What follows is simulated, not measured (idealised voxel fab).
This is a process module. Its name is voxel wiring stack.
In the cross-section labelled cut, the width is 265 nm and each square cell is 5 nm.
Throughout this document, each cross-section is represented as a grid of square cells and is presented as a sequence of bands enumerated from the top downward, where a band comprises one or more rows of cells. Top height, bottom height, nm. Materials left to right, width each, nm. Single material + "full width" = fills band edge to edge. "air" = empty. Beneath 0, the wafer as received is one material, and that level is where height counting begins. The lowest band goes on downward without a bottom; it is written like "0 nm and below". Top row gets the first number, bottom row gets the second, and each row in between changes by the same step: that is how a band width like "30->40" works. "no change", as given for a step, is the statement that not any cell of the cross-section underwent a change during that step. If an empty space has no open way to the top and is at least 8 cells in size, "Enclosed cavity list" lists it, written width x height at distance, where distance is measured from the left edge and every value is in nm. The remark found on a step's line after its settings is issued by the simulator itself and pertains to that step. overlay nm: step with mask; distance mask lay right of planned place; negative value = left of planned place. How should the pairs below be read? Each gives the cross-section before one process step and the cross-section after it, the latter drawn only to the lowest band that changed; the step that lies between them, with its settings, appears under the pair. Does a pair pick up where the pair above left off? Only where its entry headed "Before processing step" says so, since pairs can come from different runs of this module on the same starting wafer.
## Before processing step
	90 nm to 80 nm | lowk full width
	80 nm to 75 nm | SiCN full width
	75 nm to 60 nm | SiO2 (35); TiN (5); Ru (20); TiN (5); SiO2 (25); TiN (5); Ru (20); TiN (5); SiO2 (25); TiN (5); Ru (20); TiN (5); SiO2 (25); TiN (5); Ru (20); TiN (5); SiO2 (35)
	60 nm to 55 nm | SiO2 (35); TiN (5); Ru (5); TiN (20); SiO2 (25); TiN (5); Ru (5); TiN (20); SiO2 (25); TiN (5); Ru (5); TiN (20); SiO2 (25); TiN (5); Ru (5); TiN (20); SiO2 (35)
	55 nm to 45 nm | SiO2 (35); TiN (5); Ru (5); TiN (5); SiO2 (40); TiN (5); Ru (5); TiN (5); SiO2 (40); TiN (5); Ru (5); TiN (5); SiO2 (40); TiN (5); Ru (5); TiN (5); SiO2 (50)
	45 nm to 40 nm | SiCN (35); TiN (15); SiCN (40); TiN (15); SiCN (40); TiN (15); SiCN (40); TiN (15); SiCN (50)
	40 nm to 30 nm | SiO2 full width
	30 nm to 5 nm | SiO2 (35); W (30); SiO2 (25); W (30); SiO2 (25); W (30); SiO2 (25); W (30); SiO2 (35)
	5 nm to 0 nm | SiO2 (35); TiN (30); SiO2 (25); TiN (30); SiO2 (25); TiN (30); SiO2 (25); TiN (30); SiO2 (35)
	0 nm and below | Si full width
	Enclosed cavity list: none
## Section After Processing
	90 nm to 80 nm | lowk (35); air (15); lowk (95); air (15); lowk (105)
	Under the height 80 nothing was changed.
	Enclosed cavity list: none
The two cross-sections above are separated by a single process step, namely MASKED_ETCH,tone open,mask id PLUG_2,width nm 15,pitch nm 110,etch materials lowk,depth nm 10,overlay nm 0
Before processing step: Please consult the pair immediately above; the cross-section it shows after its step is the state before this step.
## Section After Processing
	90 nm to 80 nm | lowk (35); air (15); lowk (95); air (15); lowk (105)
	80 nm to 75 nm | SiCN (35); air (15); SiCN (95); air (15); SiCN (105)
	Under the height 75 nothing was changed.
	Enclosed cavity list: none
The two cross-sections above are separated by a single process step, namely MASKED_ETCH,tone open,mask id PLUG_2,width nm 15,pitch nm 110,etch materials SiCN,depth nm 5,overlay nm 0
Before processing step: Please consult the pair immediately above; the cross-section it shows after its step is the state before this step.
## Section After Processing
	95 nm to 90 nm | TiN (40); air (5); TiN (105); air (5); TiN (110)
	90 nm to 80 nm | lowk (35); TiN (5); air (5); TiN (5); lowk (95); TiN (5); air (5); TiN (5); lowk (105)
	80 nm to 75 nm | SiCN (35); TiN (15); SiCN (95); TiN (15); SiCN (105)
	Under the height 75 nothing was changed.
	Enclosed cavity list: none
The two cross-sections above are separated by a single process step, namely CONFORMAL_DEP,material TiN,thk nm 5
Before processing step: Please consult the pair immediately above; the cross-section it shows after its step is the state before this step.
## Section After Processing
	105 nm to 95 nm | Cu full width
	95 nm to 90 nm | TiN (40); Cu (5); TiN (105); Cu (5); TiN (110)
	90 nm to 80 nm | lowk (35); TiN (5); Cu (5); TiN (5); lowk (95); TiN (5); Cu (5); TiN (5); lowk (105)
	Under the height 80 nothing was changed.
	Enclosed cavity list: none
The two cross-sections above are separated by a single process step, namely FILL_DEP,material Cu,thk nm 10
Before processing step: Please consult the pair immediately above; the cross-section it shows after its step is the state before this step.
## Section After Processing
	90 nm to 80 nm | lowk (35); TiN (5); Cu (5); TiN (5); lowk (95); TiN (5); Cu (5); TiN (5); lowk (105)
	Under the height 80 nothing was changed.
	Enclosed cavity list: none
The two cross-sections above are separated by a single process step, namely CMP,height nm 90
Before processing step: Please consult the pair immediately above; the cross-section it shows after its step is the state before this step.
## Section After Processing
	95 nm to 90 nm | TiN full width
	Under the height 90 nothing was changed.
	Enclosed cavity list: none
The two cross-sections above are separated by a single process step, namely DIRECTIONAL_DEP,material TiN,thk nm 5
Before processing step: Please consult the pair immediately above; the cross-section it shows after its step is the state before this step.
## Section After Processing
	120 nm to 95 nm | Ru full width
	Under the height 95 nothing was changed.
	Enclosed cavity list: none
The two cross-sections above are separated by a single process step, namely DIRECTIONAL_DEP,material Ru,thk nm 25
Before processing step: Please consult the pair immediately above; the cross-section it shows after its step is the state before this step.
## Section After Processing
	120 nm to 95 nm | air (35); Ru (30); air (25); Ru (30); air (25); Ru (30); air (25); Ru (30); air (35)
	Under the height 95 nothing was changed.
	Enclosed cavity list: none
The two cross-sections above are separated by a single process step, namely MASKED_ETCH,tone cover,mask id METAL_3,width nm 30,pitch nm 55,etch materials Ru,depth nm 25,overlay nm 0
Before processing step: Please consult the pair immediately above; the cross-section it shows after its step is the state before this step.
## Section After Processing
	120 nm to 95 nm | air (35); Ru (30); air (25); Ru (30); air (25); Ru (30); air (25); Ru (30); air (35)
	95 nm to 90 nm | air (35); TiN (30); air (25); TiN (30); air (25); TiN (30); air (25); TiN (30); air (35)
	Under the height 90 nothing was changed.
	Enclosed cavity list: none
The two cross-sections above are separated by a single process step, namely MASKED_ETCH,tone cover,mask id METAL_3,width nm 30,pitch nm 55,etch materials TiN,depth nm 5,overlay nm 0
Before processing step: Please consult the pair immediately above; the cross-section it shows after its step is the state before this step.
## Section After Processing
	125 nm to 120 nm | air (30); SiN (40); air (15); SiN (40); air (15); SiN (40); air (15); SiN (40); air (30)
	120 nm to 95 nm | air (30); SiN (5); Ru (30); SiN (5); air (15); SiN (5); Ru (30); SiN (5); air (15); SiN (5); Ru (30); SiN (5); air (15); SiN (5); Ru (30); SiN (5); air (30)
	95 nm to 90 nm | SiN (35); TiN (30); SiN (25); TiN (30); SiN (25); TiN (30); SiN (25); TiN (30); SiN (35)
	Under the height 90 nothing was changed.
	Enclosed cavity list: none
The two cross-sections above are separated by a single process step, namely CONFORMAL_DEP,material SiN,thk nm 5
Before processing step: Please consult the pair immediately above; the cross-section it shows after its step is the state before this step.
## Section After Processing
	130 nm to 125 nm | lowk full width
	125 nm to 120 nm | lowk (30); SiN (40); lowk (15); SiN (40); lowk (15); SiN (40); lowk (15); SiN (40); lowk (30)
	120 nm to 95 nm | lowk (30); SiN (5); Ru (30); SiN (5); lowk (15); SiN (5); Ru (30); SiN (5); lowk (15); SiN (5); Ru (30); SiN (5); lowk (15); SiN (5); Ru (30); SiN (5); lowk (30)
	Under the height 95 nothing was changed.
	Enclosed cavity list: none
The two cross-sections above are separated by a single process step, namely FILL_DEP,material lowk,thk nm 5
Before processing step: Please consult the pair immediately above; the cross-section it shows after its step is the state before this step.
## Section After Processing
	120 nm to 95 nm | lowk (30); SiN (5); Ru (30); SiN (5); lowk (15); SiN (5); Ru (30); SiN (5); lowk (15); SiN (5); Ru (30); SiN (5); lowk (15); SiN (5); Ru (30); SiN (5); lowk (30)
	Under the height 95 nothing was changed.
	Enclosed cavity list: none
The two cross-sections above are separated by a single process step, namely CMP,height nm 120
Before processing step: Please consult the pair immediately above; the cross-section it shows after its step is the state before this step.
## Section After Processing
	125 nm to 120 nm | SiN full width
	Under the height 120 nothing was changed.
	Enclosed cavity list: none
The two cross-sections above are separated by a single process step, namely CONFORMAL_DEP,material SiN,thk nm 5
## Before processing step
	75 nm to 45 nm | SiO2 full width
	45 nm to 40 nm | SiCN full width
	40 nm to 15 nm | SiO2 (35); W (30); SiO2 (25); W (30); SiO2 (25); W (30); SiO2 (25); W (30); SiO2 (35)
	15 nm to 10 nm | SiO2 (35); TiN (30); SiO2 (25); TiN (30); SiO2 (25); TiN (30); SiO2 (25); TiN (30); SiO2 (35)
	10 nm to 0 nm | SiO2 full width
	0 nm and below | Si full width
	Enclosed cavity list: none
## Section After Processing
	105 nm to 45 nm | SiO2 full width
	Under the height 45 nothing was changed.
	Enclosed cavity list: none
The two cross-sections above are separated by a single process step, namely DIRECTIONAL_DEP,material SiO2,thk nm 30
Before processing step: Please consult the pair immediately above; the cross-section it shows after its step is the state before this step.
## Section After Processing
	125 nm to 105 nm | resist (35); air (15); resist (40); air (15); resist (40); air (15); resist (40); air (15); resist (50)
	Under the height 105 nothing was changed.
	Enclosed cavity list: none
The two cross-sections above are separated by a single process step, namely PATTERN,tone open,mask id METAL_2_HOLES,material resist,width nm 15,pitch nm 55,thk nm 20,overlay nm 0
Before processing step: Please consult the pair immediately above; the cross-section it shows after its step is the state before this step.
## Section After Processing
	125 nm to 105 nm | resist (35); air (15); resist (40); air (15); resist (40); air (15); resist (40); air (15); resist (50)
	105 nm to 75 nm | SiO2 (35); air (15); SiO2 (40); air (15); SiO2 (40); air (15); SiO2 (40); air (15); SiO2 (50)
	Under the height 75 nothing was changed.
	Enclosed cavity list: none
The two cross-sections above are separated by a single process step, namely DIRECTIONAL_ETCH,etch materials SiO2,depth nm 30
Before processing step: Please consult the pair immediately above; the cross-section it shows after its step is the state before this step.
## Section After Processing
	105 nm to 75 nm | SiO2 (35); air (15); SiO2 (40); air (15); SiO2 (40); air (15); SiO2 (40); air (15); SiO2 (50)
	Under the height 75 nothing was changed.
	Enclosed cavity list: none
The two cross-sections above are separated by a single process step, namely STRIP,etch materials resist
Before processing step: Please consult the pair immediately above; the cross-section it shows after its step is the state before this step.
## Section After Processing
	120 nm to 105 nm | aC (35); air (15); aC (40); air (15); aC (40); air (15); aC (40); air (15); aC (50)
	105 nm to 90 nm | SiO2 (35); air (15); SiO2 (40); air (15); SiO2 (40); air (15); SiO2 (40); air (15); SiO2 (50)
	90 nm to 75 nm | SiO2 (35); aC (15); SiO2 (40); aC (15); SiO2 (40); aC (15); SiO2 (40); aC (15); SiO2 (50)
	Under the height 75 nothing was changed.
	Enclosed cavity list: none
The two cross-sections above are separated by a single process step, namely DIRECTIONAL_DEP,material aC,thk nm 15
Before processing step: Please consult the pair immediately above; the cross-section it shows after its step is the state before this step.
## Section After Processing
	155 nm to 120 nm | resist (35); air (30); resist (25); air (30); resist (25); air (30); resist (25); air (30); resist (35)
	Under the height 120 nothing was changed.
	Enclosed cavity list: none
The two cross-sections above are separated by a single process step, namely PATTERN,tone open,mask id METAL_2,material resist,width nm 30,pitch nm 55,thk nm 35,overlay nm 0
Before processing step: Please consult the pair immediately above; the cross-section it shows after its step is the state before this step.
## Section After Processing
	140 nm to 120 nm | resist (35); air (30); resist (25); air (30); resist (25); air (30); resist (25); air (30); resist (35)
	120 nm to 105 nm | aC (35); air (30); aC (25); air (30); aC (25); air (30); aC (25); air (30); aC (35)
	105 nm to 75 nm | SiO2 (35); air (15); SiO2 (40); air (15); SiO2 (40); air (15); SiO2 (40); air (15); SiO2 (50)
	Under the height 75 nothing was changed.
	Enclosed cavity list: none
The two cross-sections above are separated by a single process step, namely DIRECTIONAL_ETCH,etch materials aC,depth nm 15
Before processing step: Please consult the pair immediately above; the cross-section it shows after its step is the state before this step.
## Section After Processing
	120 nm to 105 nm | aC (35); air (30); aC (25); air (30); aC (25); air (30); aC (25); air (30); aC (35)
	Under the height 105 nothing was changed.
	Enclosed cavity list: none
The two cross-sections above are separated by a single process step, namely STRIP,etch materials resist
Before processing step: Please consult the pair immediately above; the cross-section it shows after its step is the state before this step.
## Section After Processing
	120 nm to 105 nm | aC (35); air (30); aC (25); air (30); aC (25); air (30); aC (25); air (30); aC (35)
	105 nm to 85 nm | SiO2 (35); air (30); SiO2 (25); air (30); SiO2 (25); air (30); SiO2 (25); air (30); SiO2 (35)
	85 nm to 55 nm | SiO2 (35); air (15); SiO2 (40); air (15); SiO2 (40); air (15); SiO2 (40); air (15); SiO2 (50)
	Under the height 55 nothing was changed.
	Enclosed cavity list: none
The two cross-sections above are separated by a single process step, namely DIRECTIONAL_ETCH,etch materials SiO2,depth nm 20
Before processing step: Please consult the pair immediately above; the cross-section it shows after its step is the state before this step.
## Section After Processing
	105 nm to 85 nm | SiO2 (35); air (30); SiO2 (25); air (30); SiO2 (25); air (30); SiO2 (25); air (30); SiO2 (35)
	Under the height 85 nothing was changed.
	Enclosed cavity list: none
The two cross-sections above are separated by a single process step, namely STRIP,etch materials aC
Before processing step: Please consult the pair immediately above; the cross-section it shows after its step is the state before this step.
## Section After Processing
	110 nm to 105 nm | TiN (40); air (20); TiN (35); air (20); TiN (35); air (20); TiN (35); air (20); TiN (40)
	105 nm to 90 nm | SiO2 (35); TiN (5); air (20); TiN (5); SiO2 (25); TiN (5); air (20); TiN (5); SiO2 (25); TiN (5); air (20); TiN (5); SiO2 (25); TiN (5); air (20); TiN (5); SiO2 (35)
	90 nm to 85 nm | SiO2 (35); TiN (5); air (5); TiN (20); SiO2 (25); TiN (5); air (5); TiN (20); SiO2 (25); TiN (5); air (5); TiN (20); SiO2 (25); TiN (5); air (5); TiN (20); SiO2 (35)
	85 nm to 60 nm | SiO2 (35); TiN (5); air (5); TiN (5); SiO2 (40); TiN (5); air (5); TiN (5); SiO2 (40); TiN (5); air (5); TiN (5); SiO2 (40); TiN (5); air (5); TiN (5); SiO2 (50)
	60 nm to 55 nm | SiO2 (35); TiN (15); SiO2 (40); TiN (15); SiO2 (40); TiN (15); SiO2 (40); TiN (15); SiO2 (50)
	Under the height 55 nothing was changed.
	Enclosed cavity list: none
The two cross-sections above are separated by a single process step, namely CONFORMAL_DEP,material TiN,thk nm 5
Before processing step: Please consult the pair immediately above; the cross-section it shows after its step is the state before this step.
## Section After Processing
	115 nm to 110 nm | Ru full width
	110 nm to 105 nm | TiN (40); Ru (20); TiN (35); Ru (20); TiN (35); Ru (20); TiN (35); Ru (20); TiN (40)
	105 nm to 90 nm | SiO2 (35); TiN (5); Ru (20); TiN (5); SiO2 (25); TiN (5); Ru (20); TiN (5); SiO2 (25); TiN (5); Ru (20); TiN (5); SiO2 (25); TiN (5); Ru (20); TiN (5); SiO2 (35)
	90 nm to 85 nm | SiO2 (35); TiN (5); Ru (5); TiN (20); SiO2 (25); TiN (5); Ru (5); TiN (20); SiO2 (25); TiN (5); Ru (5); TiN (20); SiO2 (25); TiN (5); Ru (5); TiN (20); SiO2 (35)
	85 nm to 60 nm | SiO2 (35); TiN (5); Ru (5); TiN (5); SiO2 (40); TiN (5); Ru (5); TiN (5); SiO2 (40); TiN (5); Ru (5); TiN (5); SiO2 (40); TiN (5); Ru (5); TiN (5); SiO2 (50)
	Under the height 60 nothing was changed.
	Enclosed cavity list: none
The two cross-sections above are separated by a single process step, namely FILL_DEP,material Ru,thk nm 5
Before processing step: Please consult the pair immediately above; the cross-section it shows after its step is the state before this step.
## Section After Processing
	75 nm to 60 nm | SiO2 (35); TiN (5); Ru (5); TiN (5); SiO2 (40); TiN (5); Ru (5); TiN (5); SiO2 (40); TiN (5); Ru (5); TiN (5); SiO2 (40); TiN (5); Ru (5); TiN (5); SiO2 (50)
	Under the height 60 nothing was changed.
	Enclosed cavity list: none
The two cross-sections above are separated by a single process step, namely CMP,height nm 75
Before processing step: Please consult the pair immediately above; the cross-section it shows after its step is the state before this step.
## Section After Processing
	80 nm to 75 nm | SiCN full width
	Under the height 75 nothing was changed.
	Enclosed cavity list: none
The two cross-sections above are separated by a single process step, namely CONFORMAL_DEP,material SiCN,thk nm 5
Before processing step: Please consult the pair immediately above; the cross-section it shows after its step is the state before this step.
## Section After Processing
	90 nm to 80 nm | lowk full width
	Under the height 80 nothing was changed.
	Enclosed cavity list: none
The two cross-sections above are separated by a single process step, namely DIRECTIONAL_DEP,material lowk,thk nm 10
Before processing step: Please consult the pair immediately above; the cross-section it shows after its step is the state before this step.
## Section After Processing
	90 nm to 80 nm | lowk (35); air (15); lowk (95); air (15); lowk (105)
	Under the height 80 nothing was changed.
	Enclosed cavity list: none
The two cross-sections above are separated by a single process step, namely MASKED_ETCH,tone open,mask id PLUG_2,width nm 15,pitch nm 110,etch materials lowk,depth nm 10,overlay nm 0
Before processing step: Please consult the pair immediately above; the cross-section it shows after its step is the state before this step.
## Section After Processing
	90 nm to 80 nm | lowk (35); air (15); lowk (95); air (15); lowk (105)
	80 nm to 75 nm | SiCN (35); air (15); SiCN (95); air (15); SiCN (105)
	Under the height 75 nothing was changed.
	Enclosed cavity list: none
The two cross-sections above are separated by a single process step, namely MASKED_ETCH,tone open,mask id PLUG_2,width nm 15,pitch nm 110,etch materials SiCN,depth nm 5,overlay nm 0
Before processing step: Please consult the pair immediately above; the cross-section it shows after its step is the state before this step.
## Section After Processing
	95 nm to 90 nm | TiN (40); air (5); TiN (105); air (5); TiN (110)
	90 nm to 80 nm | lowk (35); TiN (5); air (5); TiN (5); lowk (95); TiN (5); air (5); TiN (5); lowk (105)
	80 nm to 75 nm | SiCN (35); TiN (15); SiCN (95); TiN (15); SiCN (105)
	Under the height 75 nothing was changed.
	Enclosed cavity list: none
The two cross-sections above are separated by a single process step, namely CONFORMAL_DEP,material TiN,thk nm 5
Before processing step: Please consult the pair immediately above; the cross-section it shows after its step is the state before this step.
## Section After Processing
	105 nm to 95 nm | Cu full width
	95 nm to 90 nm | TiN (40); Cu (5); TiN (105); Cu (5); TiN (110)
	90 nm to 80 nm | lowk (35); TiN (5); Cu (5); TiN (5); lowk (95); TiN (5); Cu (5); TiN (5); lowk (105)
	Under the height 80 nothing was changed.
	Enclosed cavity list: none
The two cross-sections above are separated by a single process step, namely FILL_DEP,material Cu,thk nm 10
Before processing step: Please consult the pair immediately above; the cross-section it shows after its step is the state before this step.
## Section After Processing
	90 nm to 80 nm | lowk (35); TiN (5); Cu (5); TiN (5); lowk (95); TiN (5); Cu (5); TiN (5); lowk (105)
	Under the height 80 nothing was changed.
	Enclosed cavity list: none
The two cross-sections above are separated by a single process step, namely CMP,height nm 90
Before processing step: Please consult the pair immediately above; the cross-section it shows after its step is the state before this step.
## Section After Processing
	95 nm to 90 nm | TiN full width
	Under the height 90 nothing was changed.
	Enclosed cavity list: none
The two cross-sections above are separated by a single process step, namely DIRECTIONAL_DEP,material TiN,thk nm 5
Before processing step: Please consult the pair immediately above; the cross-section it shows after its step is the state before this step.
## Section After Processing
	120 nm to 95 nm | Ru full width
	Under the height 95 nothing was changed.
	Enclosed cavity list: none
The two cross-sections above are separated by a single process step, namely DIRECTIONAL_DEP,material Ru,thk nm 25
Before processing step: Please consult the pair immediately above; the cross-section it shows after its step is the state before this step.
## Section After Processing
	120 nm to 95 nm | air (35); Ru (30); air (25); Ru (30); air (25); Ru (30); air (25); Ru (30); air (35)
	Under the height 95 nothing was changed.
	Enclosed cavity list: none
The two cross-sections above are separated by a single process step, namely MASKED_ETCH,tone cover,mask id METAL_3,width nm 30,pitch nm 55,etch materials Ru,depth nm 25,overlay nm 0
Before processing step: Please consult the pair immediately above; the cross-section it shows after its step is the state before this step.
## Section After Processing
	120 nm to 95 nm | air (35); Ru (30); air (25); Ru (30); air (25); Ru (30); air (25); Ru (30); air (35)
	95 nm to 90 nm | air (35); TiN (30); air (25); TiN (30); air (25); TiN (30); air (25); TiN (30); air (35)
	Under the height 90 nothing was changed.
	Enclosed cavity list: none
The two cross-sections above are separated by a single process step, namely MASKED_ETCH,tone cover,mask id METAL_3,width nm 30,pitch nm 55,etch materials TiN,depth nm 5,overlay nm 0
Before processing step: Please consult the pair immediately above; the cross-section it shows after its step is the state before this step.
## Section After Processing
	125 nm to 120 nm | air (30); SiN (40); air (15); SiN (40); air (15); SiN (40); air (15); SiN (40); air (30)
	120 nm to 95 nm | air (30); SiN (5); Ru (30); SiN (5); air (15); SiN (5); Ru (30); SiN (5); air (15); SiN (5); Ru (30); SiN (5); air (15); SiN (5); Ru (30); SiN (5); air (30)
	95 nm to 90 nm | SiN (35); TiN (30); SiN (25); TiN (30); SiN (25); TiN (30); SiN (25); TiN (30); SiN (35)
	Under the height 90 nothing was changed.
	Enclosed cavity list: none
The two cross-sections above are separated by a single process step, namely CONFORMAL_DEP,material SiN,thk nm 5
Before processing step: Please consult the pair immediately above; the cross-section it shows after its step is the state before this step.
## Section After Processing
	130 nm to 125 nm | lowk full width
	125 nm to 120 nm | lowk (30); SiN (40); lowk (15); SiN (40); lowk (15); SiN (40); lowk (15); SiN (40); lowk (30)
	120 nm to 95 nm | lowk (30); SiN (5); Ru (30); SiN (5); lowk (15); SiN (5); Ru (30); SiN (5); lowk (15); SiN (5); Ru (30); SiN (5); lowk (15); SiN (5); Ru (30); SiN (5); lowk (30)
	Under the height 95 nothing was changed.
	Enclosed cavity list: none
The two cross-sections above are separated by a single process step, namely FILL_DEP,material lowk,thk nm 5
Before processing step: Please consult the pair immediately above; the cross-section it shows after its step is the state before this step.
## Section After Processing
	120 nm to 95 nm | lowk (30); SiN (5); Ru (30); SiN (5); lowk (15); SiN (5); Ru (30); SiN (5); lowk (15); SiN (5); Ru (30); SiN (5); lowk (15); SiN (5); Ru (30); SiN (5); lowk (30)
	Under the height 95 nothing was changed.
	Enclosed cavity list: none
The two cross-sections above are separated by a single process step, namely CMP,height nm 120
Before processing step: Please consult the pair immediately above; the cross-section it shows after its step is the state before this step.
## Section After Processing
	125 nm to 120 nm | SiN full width
	Under the height 120 nothing was changed.
	Enclosed cavity list: none
The two cross-sections above are separated by a single process step, namely CONFORMAL_DEP,material SiN,thk nm 5
## Before processing step
	75 nm to 60 nm | SiO2 (35); TiN (5); Ru (20); TiN (5); SiO2 (25); TiN (5); Ru (20); TiN (5); SiO2 (25); TiN (5); Ru (20); TiN (5); SiO2 (25); TiN (5); Ru (20); TiN (5); SiO2 (35)
	60 nm to 55 nm | SiO2 (35); TiN (5); Ru (5); TiN (20); SiO2 (25); TiN (5); Ru (5); TiN (20); SiO2 (25); TiN (5); Ru (5); TiN (20); SiO2 (25); TiN (5); Ru (5); TiN (20); SiO2 (35)
	55 nm to 45 nm | SiO2 (35); TiN (5); Ru (5); TiN (5); SiO2 (40); TiN (5); Ru (5); TiN (5); SiO2 (40); TiN (5); Ru (5); TiN (5); SiO2 (40); TiN (5); Ru (5); TiN (5); SiO2 (50)
	45 nm to 40 nm | SiCN (35); TiN (15); SiCN (40); TiN (15); SiCN (40); TiN (15); SiCN (40); TiN (15); SiCN (50)
	40 nm to 15 nm | SiO2 (35); W (30); SiO2 (25); W (30); SiO2 (25); W (30); SiO2 (25); W (30); SiO2 (35)
	15 nm to 10 nm | SiO2 (35); TiN (30); SiO2 (25); TiN (30); SiO2 (25); TiN (30); SiO2 (25); TiN (30); SiO2 (35)
	10 nm to 0 nm | SiO2 full width
	0 nm and below | Si full width
	Enclosed cavity list: none
## Section After Processing
	85 nm to 75 nm | lowk full width
	Under the height 75 nothing was changed.
	Enclosed cavity list: none
The two cross-sections above are separated by a single process step, namely DIRECTIONAL_DEP,material lowk,thk nm 10
Before processing step: Please consult the pair immediately above; the cross-section it shows after its step is the state before this step.
## Section After Processing
	90 nm to 85 nm | SiCN full width
	Under the height 85 nothing was changed.
	Enclosed cavity list: none
The two cross-sections above are separated by a single process step, namely CONFORMAL_DEP,material SiCN,thk nm 5
Before processing step: Please consult the pair immediately above; the cross-section it shows after its step is the state before this step.
## Section After Processing
	90 nm to 85 nm | SiCN (35); air (15); SiCN (95); air (15); SiCN (105)
	Under the height 85 nothing was changed.
	Enclosed cavity list: none
The two cross-sections above are separated by a single process step, namely MASKED_ETCH,tone open,mask id PLUG_2,width nm 15,pitch nm 110,etch materials SiCN,depth nm 5,overlay nm 0
Before processing step: Please consult the pair immediately above; the cross-section it shows after its step is the state before this step.
## Section After Processing
	95 nm to 90 nm | TiN (40); air (5); TiN (105); air (5); TiN (110)
	90 nm to 85 nm | SiCN (35); TiN (15); SiCN (95); TiN (15); SiCN (105)
	Under the height 85 nothing was changed.
	Enclosed cavity list: none
The two cross-sections above are separated by a single process step, namely CONFORMAL_DEP,material TiN,thk nm 5
Before processing step: Please consult the pair immediately above; the cross-section it shows after its step is the state before this step.
## Section After Processing
	105 nm to 95 nm | Cu full width
	95 nm to 90 nm | TiN (40); Cu (5); TiN (105); Cu (5); TiN (110)
	Under the height 90 nothing was changed.
	Enclosed cavity list: none
The two cross-sections above are separated by a single process step, namely FILL_DEP,material Cu,thk nm 10
Before processing step: Please consult the pair immediately above; the cross-section it shows after its step is the state before this step.
## Section After Processing
	90 nm to 85 nm | SiCN (35); TiN (15); SiCN (95); TiN (15); SiCN (105)
	Under the height 85 nothing was changed.
	Enclosed cavity list: none
The two cross-sections above are separated by a single process step, namely CMP,height nm 90
Before processing step: Please consult the pair immediately above; the cross-section it shows after its step is the state before this step.
## Section After Processing
	95 nm to 90 nm | TiN full width
	Under the height 90 nothing was changed.
	Enclosed cavity list: none
The two cross-sections above are separated by a single process step, namely DIRECTIONAL_DEP,material TiN,thk nm 5
Before processing step: Please consult the pair immediately above; the cross-section it shows after its step is the state before this step.
## Section After Processing
	120 nm to 95 nm | Ru full width
	Under the height 95 nothing was changed.
	Enclosed cavity list: none
The two cross-sections above are separated by a single process step, namely DIRECTIONAL_DEP,material Ru,thk nm 25
Before processing step: Please consult the pair immediately above; the cross-section it shows after its step is the state before this step.
## Section After Processing
	120 nm to 95 nm | air (35); Ru (30); air (25); Ru (30); air (25); Ru (30); air (25); Ru (30); air (35)
	Under the height 95 nothing was changed.
	Enclosed cavity list: none
The two cross-sections above are separated by a single process step, namely MASKED_ETCH,tone cover,mask id METAL_3,width nm 30,pitch nm 55,etch materials Ru,depth nm 25,overlay nm 0
Before processing step: Please consult the pair immediately above; the cross-section it shows after its step is the state before this step.
## Section After Processing
	120 nm to 95 nm | air (35); Ru (30); air (25); Ru (30); air (25); Ru (30); air (25); Ru (30); air (35)
	95 nm to 90 nm | air (35); TiN (30); air (25); TiN (30); air (25); TiN (30); air (25); TiN (30); air (35)
	Under the height 90 nothing was changed.
	Enclosed cavity list: none
The two cross-sections above are separated by a single process step, namely MASKED_ETCH,tone cover,mask id METAL_3,width nm 30,pitch nm 55,etch materials TiN,depth nm 5,overlay nm 0
Before processing step: Please consult the pair immediately above; the cross-section it shows after its step is the state before this step.
## Section After Processing
	125 nm to 120 nm | air (30); SiN (40); air (15); SiN (40); air (15); SiN (40); air (15); SiN (40); air (30)
	120 nm to 95 nm | air (30); SiN (5); Ru (30); SiN (5); air (15); SiN (5); Ru (30); SiN (5); air (15); SiN (5); Ru (30); SiN (5); air (15); SiN (5); Ru (30); SiN (5); air (30)
	95 nm to 90 nm | SiN (35); TiN (30); SiN (25); TiN (30); SiN (25); TiN (30); SiN (25); TiN (30); SiN (35)
	Under the height 90 nothing was changed.
	Enclosed cavity list: none
The two cross-sections above are separated by a single process step, namely CONFORMAL_DEP,material SiN,thk nm 5
Before processing step: Please consult the pair immediately above; the cross-section it shows after its step is the state before this step.
## Section After Processing
	130 nm to 125 nm | lowk full width
	125 nm to 120 nm | lowk (30); SiN (40); lowk (15); SiN (40); lowk (15); SiN (40); lowk (15); SiN (40); lowk (30)
	120 nm to 95 nm | lowk (30); SiN (5); Ru (30); SiN (5); lowk (15); SiN (5); Ru (30); SiN (5); lowk (15); SiN (5); Ru (30); SiN (5); lowk (15); SiN (5); Ru (30); SiN (5); lowk (30)
	Under the height 95 nothing was changed.
	Enclosed cavity list: none
The two cross-sections above are separated by a single process step, namely FILL_DEP,material lowk,thk nm 5
Before processing step: Please consult the pair immediately above; the cross-section it shows after its step is the state before this step.
## Section After Processing
	120 nm to 95 nm | lowk (30); SiN (5); Ru (30); SiN (5); lowk (15); SiN (5); Ru (30); SiN (5); lowk (15); SiN (5); Ru (30); SiN (5); lowk (15); SiN (5); Ru (30); SiN (5); lowk (30)
	Under the height 95 nothing was changed.
	Enclosed cavity list: none
The two cross-sections above are separated by a single process step, namely CMP,height nm 120
Before processing step: Please consult the pair immediately above; the cross-section it shows after its step is the state before this step.
## Section After Processing
	125 nm to 120 nm | SiN full width
	Under the height 120 nothing was changed.
	Enclosed cavity list: none
The two cross-sections above are separated by a single process step, namely CONFORMAL_DEP,material SiN,thk nm 5
## Before processing step
	95 nm to 90 nm | TiN full width
	90 nm to 80 nm | lowk (35); TiN (5); Cu (5); TiN (5); lowk (95); TiN (5); Cu (5); TiN (5); lowk (105)
	80 nm to 75 nm | SiCN (35); TiN (15); SiCN (95); TiN (15); SiCN (105)
	75 nm to 60 nm | SiO2 (35); TiN (5); Ru (20); TiN (5); SiO2 (25); TiN (5); Ru (20); TiN (5); SiO2 (25); TiN (5); Ru (20); TiN (5); SiO2 (25); TiN (5); Ru (20); TiN (5); SiO2 (35)
	60 nm to 55 nm | SiO2 (35); TiN (5); Ru (5); TiN (20); SiO2 (25); TiN (5); Ru (5); TiN (20); SiO2 (25); TiN (5); Ru (5); TiN (20); SiO2 (25); TiN (5); Ru (5); TiN (20); SiO2 (35)
	55 nm to 45 nm | SiO2 (35); TiN (5); Ru (5); TiN (5); SiO2 (40); TiN (5); Ru (5); TiN (5); SiO2 (40); TiN (5); Ru (5); TiN (5); SiO2 (40); TiN (5); Ru (5); TiN (5); SiO2 (50)
	45 nm to 40 nm | SiCN (35); TiN (15); SiCN (40); TiN (15); SiCN (40); TiN (15); SiCN (40); TiN (15); SiCN (50)
	40 nm to 15 nm | SiO2 (35); W (30); SiO2 (25); W (30); SiO2 (25); W (30); SiO2 (25); W (30); SiO2 (35)
	15 nm to 10 nm | SiO2 (35); TiN (30); SiO2 (25); TiN (30); SiO2 (25); TiN (30); SiO2 (25); TiN (30); SiO2 (35)
	10 nm to 0 nm | SiO2 full width
	0 nm and below | Si full width
	Enclosed cavity list: none
## Section After Processing
	115 nm to 95 nm | Ru full width
	Under the height 95 nothing was changed.
	Enclosed cavity list: none
The two cross-sections above are separated by a single process step, namely DIRECTIONAL_DEP,material Ru,thk nm 20
